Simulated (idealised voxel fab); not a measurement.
Process module under the name voxel capacitor over wiring
Displayed cross-section: cut, width of 290 nm, square cells sized 5 nm.
Heads up, the way a cross-section reads in here is a grid of square cells, handed over as bands from the top down, with every band being one or more rows of cells. A band entry consists of two parts. The first gives the height of the band's top and the height of its bottom, in nm. The rest lists the band's materials from left to right, each with its width in nm. A single material labelled with the word "all across" fills the band from edge to edge, and the word "air" marks empty space. Measure heights from 0. That's the level where, below it, the as-received wafer is all one material. The lowest band is bottomless and extends downward; write it as in "0 nm and below". So if you see something like "30 to 40" for the width, read it as the top row of the band sitting at the first number and the bottom row at the second, with every row in between moving by the same amount as the last. Take "nothing different" at face value: in the step it is given for, the cross-section changed in none of its cells. What "Closed void register" gives you is every empty space of 8 cells or more that is cut off from the top. Each appears as width x height at distance, with the distance taken from the left edge and width, height and distance all in nm. That trailing text on a step's line, after the settings, is the simulator's own remark on the step. "overlay nm", when on a step's line for a step with a mask, measures how far to the right of its planned place the mask lay; a negative measure means to the left.
[Process steps foreseen in the plan]
step 1: RECEIVE | material Si
step 2: CONFORMAL_DEP | material SiO2 | thk nm 10
step 3: CONFORMAL_DEP | material SiN | thk nm 5
step 4: DIRECTIONAL_DEP | material SiO2 | thk nm 25
step 5: PATTERN | tone open | mask id METAL_1 | material resist | width nm 20 | pitch nm 75 | thk nm 15 | overlay nm 0
step 6: DIRECTIONAL_ETCH | etch materials SiO2 | depth nm 25
step 7: DIRECTIONAL_ETCH | etch materials SiN | depth nm 5
step 8: STRIP | etch materials resist
step 9: CONFORMAL_DEP | material TiN | thk nm 5
step 10: FILL_DEP | material Cu | thk nm 5
step 11: CMP | height nm 40
step 12: CONFORMAL_DEP | material SiCN | thk nm 5
step 13: DIRECTIONAL_DEP | material SiO2 | thk nm 15
step 14: DIRECTIONAL_DEP | material aC | thk nm 15
step 15: PATTERN | tone open | mask id PLUG_1 | material resist | width nm 15 | thk nm 35 | overlay nm 0
step 16: DIRECTIONAL_ETCH | etch materials aC | depth nm 15
step 17: STRIP | etch materials resist
step 18: DIRECTIONAL_ETCH | etch materials SiO2 | depth nm 15
step 19: DIRECTIONAL_ETCH | etch materials SiCN | depth nm 5
step 20: STRIP | etch materials aC
step 21: EPI | material Ru | thk nm 10
step 22: EPI | material Ru | thk nm 10
step 23: DIRECTIONAL_DEP | material TiN | thk nm 5
step 24: DIRECTIONAL_DEP | material Al2O3 | thk nm 5
step 25: DIRECTIONAL_DEP | material TiN | thk nm 5
step 26: MASKED_ETCH | tone cover | mask id UPPER_PLATE | width nm 60 | etch materials TiN | depth nm 5 | overlay nm 0
step 27: MASKED_ETCH | tone cover | mask id UPPER_PLATE | width nm 60 | etch materials Al2O3 | depth nm 5 | overlay nm 0
step 28: MASKED_ETCH | tone cover | mask id LOWER_PLATE | width nm 70 | etch materials TiN | depth nm 5 | overlay nm 0
step 29: FILL_DEP | material SiO2 | thk nm 15
step 30: CMP | height nm 85
step 31: PATTERN | tone open | mask id PLUG_2 | material resist | width nm 15 | thk nm 20 | overlay nm 0
step 32: DIRECTIONAL_ETCH | etch materials SiO2 | depth nm 10
step 33: STRIP | etch materials resist
step 34: CONFORMAL_DEP | material TiN | thk nm 5
step 35: FILL_DEP | material Ru | thk nm 5
step 36: CMP | height nm 85
step 37: CONFORMAL_DEP | material SiCN | thk nm 5
[Cross-section: wafer on arrival = after step 1]
0 nm and below: Si all across
Closed void register: none
[Starting structure and process plan are as shown above, but one mistake was made in running the module; the wafer cross-section at the end of the module follows]
90 nm to 85 nm: SiCN all across
85 nm to 80 nm: SiO2: 110; TiN: 5; Ru: 5; TiN: 5; SiO2: 165
80 nm to 70 nm: SiO2: 110 to 100; TiN: 15 to 60; SiO2: 165 to 130
70 nm to 65 nm: SiO2: 100; Al2O3: 60; SiO2: 130
65 nm to 60 nm: SiO2: 95; TiN: 70; SiO2: 125
60 nm to 45 nm: SiO2: 100; Ru: 15; SiO2: 175
45 nm to 40 nm: SiCN: 100; Ru: 15; SiCN: 175
40 nm to 20 nm: SiO2: 95; TiN: 5; Cu: 10; TiN: 5; SiO2: 55; TiN: 5; Cu: 10; TiN: 5; SiO2: 100
20 nm to 15 nm: SiO2: 95; TiN: 20; SiO2: 55; TiN: 20; SiO2: 100
15 nm to 5 nm: SiO2 all across
5 nm to 0 nm: SiN all across
0 nm and below: Si all across
Closed void register: none
Diagnosis: plan vs actual: 2 and 3 interchanged
